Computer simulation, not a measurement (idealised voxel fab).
This section sets out a process module, namely voxel gate over fins.
Each square cell in cross-section cut measures 5 nm, and the section as a whole is 250 nm wide.
A cross-section is written here as square cells arranged in a grid, and it is given in bands from the top down, each band taking up one or more rows of cells.
Heights first: top, then bottom, in nm. Then materials, left to right, each with a width in nm. "everywhere" on a single material: fills the band edge to edge. "empty": empty space.
Zero point of the height axis is 0; under it, received wafer = one material. Lowest band: continues down indefinitely, "0 -> down".
Quick explanation for "30->40": the width changes in equal steps down the rows of cells, from the first number in the band's top row to the second number in its bottom row.
Where the words "nothing was modified" appear for a step, the cross-section shows no cell changed by that step; every cell remained as before.
"Voids, sealed": empty spaces of 8 cells or more with no open way to the top, each given as width x height at distance, distance from the left edge, all in nm.
Whatever follows a step's settings on its line is a remark the simulator itself makes about that step.
If you see "overlay nm" on a step's line and that step has a mask, it's telling you how far right of where it was planned the mask ended up; a negative number means it went left instead.

Set out below are the planned steps of the process
1 RECEIVE [material Si]
2 CONFORMAL_DEP [material SiN] [thk nm 10]
3 DIRECTIONAL_DEP [material aC] [thk nm 15]
4 PATTERN [tone cover] [mask id FINS] [material resist] [width nm 15] [pitch nm 35] [thk nm 35] [overlay nm 0]
5 DIRECTIONAL_ETCH [etch materials aC] [depth nm 15]
6 STRIP [etch materials resist]
7 DIRECTIONAL_ETCH [etch materials SiN] [depth nm 10]
8 DIRECTIONAL_ETCH [etch materials Si] [depth nm 30]
9 STRIP [etch materials aC]
10 OXIDIZE [depth nm 5]
11 FILL_DEP [material SiO2] [thk nm 5]
12 CMP [height nm 10]
13 SELECTIVE_ETCH [etch materials SiO2] [depth nm 25]
14 STRIP [etch materials SiN]
15 CONFORMAL_DEP [material HfO2] [thk nm 5]
16 CONFORMAL_DEP [material TiN] [thk nm 5]
17 FILL_DEP [material W] [thk nm 15]
18 CMP [height nm 20]
19 CONFORMAL_DEP [material SiCN] [thk nm 5]

The first of two wafers, run as planned

Wafer as received: cross-section following step 1
	0 -> down  Si everywhere
	Voids, sealed: none

Cross-section through the wafer, step 2 finished
	10 -> 0  SiN everywhere
	Below a height of 0, the structure has not been altered.

Cross-section through the wafer, step 3 finished
	25 -> 10  aC everywhere
	Below a height of 10, the structure has not been altered.

Cross-section through the wafer, step 4 finished
	60 -> 25  100 nm empty; 15 nm resist; 20 nm empty; 15 nm resist; 100 nm empty
	Below a height of 25, the structure has not been altered.

Cross-section through the wafer, step 5 finished
	45 -> 25  100 nm empty; 15 nm resist; 20 nm empty; 15 nm resist; 100 nm empty
	25 -> 10  100 nm empty; 15 nm aC; 20 nm empty; 15 nm aC; 100 nm empty
	Below a height of 10, the structure has not been altered.

Cross-section through the wafer, step 6 finished
	25 -> 10  100 nm empty; 15 nm aC; 20 nm empty; 15 nm aC; 100 nm empty
	Below a height of 10, the structure has not been altered.

Cross-section through the wafer, step 7 finished
	25 -> 10  100 nm empty; 15 nm aC; 20 nm empty; 15 nm aC; 100 nm empty
	10 -> 0  100 nm empty; 15 nm SiN; 20 nm empty; 15 nm SiN; 100 nm empty
	Below a height of 0, the structure has not been altered.

Cross-section through the wafer, step 8 finished
	25 -> 10  100 nm empty; 15 nm aC; 20 nm empty; 15 nm aC; 100 nm empty
	10 -> 0  100 nm empty; 15 nm SiN; 20 nm empty; 15 nm SiN; 100 nm empty
	0 -> -30  100 nm empty; 15 nm Si; 20 nm empty; 15 nm Si; 100 nm empty
	Below a height of -30, the structure has not been altered.

Cross-section through the wafer, step 9 finished
	10 -> 0  100 nm empty; 15 nm SiN; 20 nm empty; 15 nm SiN; 100 nm empty
	Below a height of 0, the structure has not been altered.

Cross-section through the wafer, step 10 finished
	10 -> 0  100 nm empty; 15 nm SiN; 20 nm empty; 15 nm SiN; 100 nm empty
	0 -> -30  100 nm empty; 5 nm SiO2; 5 nm Si; 5 nm SiO2; 20 nm empty; 5 nm SiO2; 5 nm Si; 5 nm SiO2; 100 nm empty
	-30 -> -35  105 nm SiO2; 5 nm Si; 30 nm SiO2; 5 nm Si; 105 nm SiO2
	Below a height of -35, the structure has not been altered.

Cross-section through the wafer, step 11 finished
	15 -> 10  SiO2 everywhere
	10 -> 0  100 nm SiO2; 15 nm SiN; 20 nm SiO2; 15 nm SiN; 100 nm SiO2
	0 -> -35  105 nm SiO2; 5 nm Si; 30 nm SiO2; 5 nm Si; 105 nm SiO2
	Below a height of -35, the structure has not been altered.

Cross-section through the wafer, step 12 finished
	10 -> 0  100 nm SiO2; 15 nm SiN; 20 nm SiO2; 15 nm SiN; 100 nm SiO2
	Below a height of 0, the structure has not been altered.

Cross-section through the wafer, step 13 finished
	10 -> 0  100 nm empty; 15 nm SiN; 20 nm empty; 15 nm SiN; 100 nm empty
	0 -> -15  105 nm empty; 5 nm Si; 30 nm empty; 5 nm Si; 105 nm empty
	Below a height of -15, the structure has not been altered.

Cross-section through the wafer, step 14 finished
	0 -> -15  105 nm empty; 5 nm Si; 30 nm empty; 5 nm Si; 105 nm empty
	Below a height of -15, the structure has not been altered.

Cross-section through the wafer, step 15 finished
	5 -> 0  100 nm empty; 15 nm HfO2; 20 nm empty; 15 nm HfO2; 100 nm empty
	0 -> -10  100 nm empty; 5 nm HfO2; 5 nm Si; 5 nm HfO2; 20 nm empty; 5 nm HfO2; 5 nm Si; 5 nm HfO2; 100 nm empty
	-10 -> -15  105 nm HfO2; 5 nm Si; 30 nm HfO2; 5 nm Si; 105 nm HfO2
	Below a height of -15, the structure has not been altered.

Cross-section through the wafer, step 16 finished
	10 -> 5  95 nm empty; 25 nm TiN; 10 nm empty; 25 nm TiN; 95 nm empty
	5 -> 0  95 nm empty; 5 nm TiN; 15 nm HfO2; 5 nm TiN; 10 nm empty; 5 nm TiN; 15 nm HfO2; 5 nm TiN; 95 nm empty
	0 -> -5  95 nm empty; 5 nm TiN; 5 nm HfO2; 5 nm Si; 5 nm HfO2; 5 nm TiN; 10 nm empty; 5 nm TiN; 5 nm HfO2; 5 nm Si; 5 nm HfO2; 5 nm TiN; 95 nm empty
	-5 -> -10  100 nm TiN; 5 nm HfO2; 5 nm Si; 5 nm HfO2; 20 nm TiN; 5 nm HfO2; 5 nm Si; 5 nm HfO2; 100 nm TiN
	Below a height of -10, the structure has not been altered.

Cross-section through the wafer, step 17 finished
	25 -> 10  W everywhere
	10 -> 5  95 nm W; 25 nm TiN; 10 nm W; 25 nm TiN; 95 nm W
	5 -> 0  95 nm W; 5 nm TiN; 15 nm HfO2; 5 nm TiN; 10 nm W; 5 nm TiN; 15 nm HfO2; 5 nm TiN; 95 nm W
	0 -> -5  95 nm W; 5 nm TiN; 5 nm HfO2; 5 nm Si; 5 nm HfO2; 5 nm TiN; 10 nm W; 5 nm TiN; 5 nm HfO2; 5 nm Si; 5 nm HfO2; 5 nm TiN; 95 nm W
	Below a height of -5, the structure has not been altered.

Cross-section through the wafer, step 18 finished
	20 -> 10  W everywhere
	Below a height of 10, the structure has not been altered.

Cross-section through the wafer, step 19 finished
	25 -> 20  SiCN everywhere
	Below a height of 20, the structure has not been altered.

Second wafer, same starting state and plan as the first, one mistake in the run, identical through step 16

Second wafer, sectioned view, at step 17's planned end time
	25 -> 5  TiN everywhere
	5 -> 0  100 nm TiN; 15 nm HfO2; 20 nm TiN; 15 nm HfO2; 100 nm TiN
	0 -> -10  100 nm TiN; 5 nm HfO2; 5 nm Si; 5 nm HfO2; 20 nm TiN; 5 nm HfO2; 5 nm Si; 5 nm HfO2; 100 nm TiN
	Below a height of -10, the structure has not been altered.

Second wafer, sectioned view, at step 18's planned end time
	20 -> 5  TiN everywhere
	Below a height of 5, the structure has not been altered.

Second wafer, sectioned view, at step 19's planned end time
	25 -> 20  SiCN everywhere
	Below a height of 20, the structure has not been altered.
Heads up, the wafer didn't run the way we planned it: for step 17, the planned setting was not used; the step was instead run as FILL_DEP [material TiN] [thk nm 15]
End of process, cell counts, second wafer against first, materials with more or fewer: 220 more of TiN; 220 fewer of W
